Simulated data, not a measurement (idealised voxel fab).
process module | voxel plated lines
cross-section cut | 295 nm wide | cells 5 nm
A cross-section is a grid of square cells, given in bands from the top down. A band is one or more rows of cells.
Each band's line starts with the height of the band's top and of its bottom, in nm. Then come its materials from left to right, each with its width in nm. One material with "throughout" fills the band from edge to edge. "air" is empty space.
Height 0 is the level under which the wafer as received is all one material. The lowest band goes on downwards, as in "0 down".
A width such as "30 to 40" changes by the same amount from each row of cells to the next, from the band's top row to its bottom row.
"no change" after a step means that no cell of the cross-section changed.
closed voids: empty space of 8 cells or more with no open way to the top, each as width x height at its distance from the left edge, in nm
after a step's settings: what the simulator itself notes on the step
overlay nm, on a step with a mask: how far to the right of its planned place the mask lay; to the left if negative
plan
1 op RECEIVE | material Si
2 op CONFORMAL_DEP | material Al2O3 | thk nm 15
3 op DIRECTIONAL_DEP | material TiN | thk nm 5
4 op PATTERN | tone open | mask id LINES | material resist | width nm 30 | pitch nm 55 | thk nm 20 | overlay nm 0
5 op EPI | material Ru | thk nm 5
6 op STRIP | etch materials resist
7 op DIRECTIONAL_ETCH | etch materials TiN | depth nm 5
8 op CONFORMAL_DEP | material SiN | thk nm 10
as received, after step 1
  0 down: Si throughout
  closed voids: none
a wafer at the end: this start, this plan, one mistake
  30 to 15: SiN throughout
  15 to 0: Al2O3 throughout
  0 down: Si throughout
  closed voids: none
what went wrong: step 3 ran as: op DIRECTIONAL_DEP | material SiN | thk nm 5
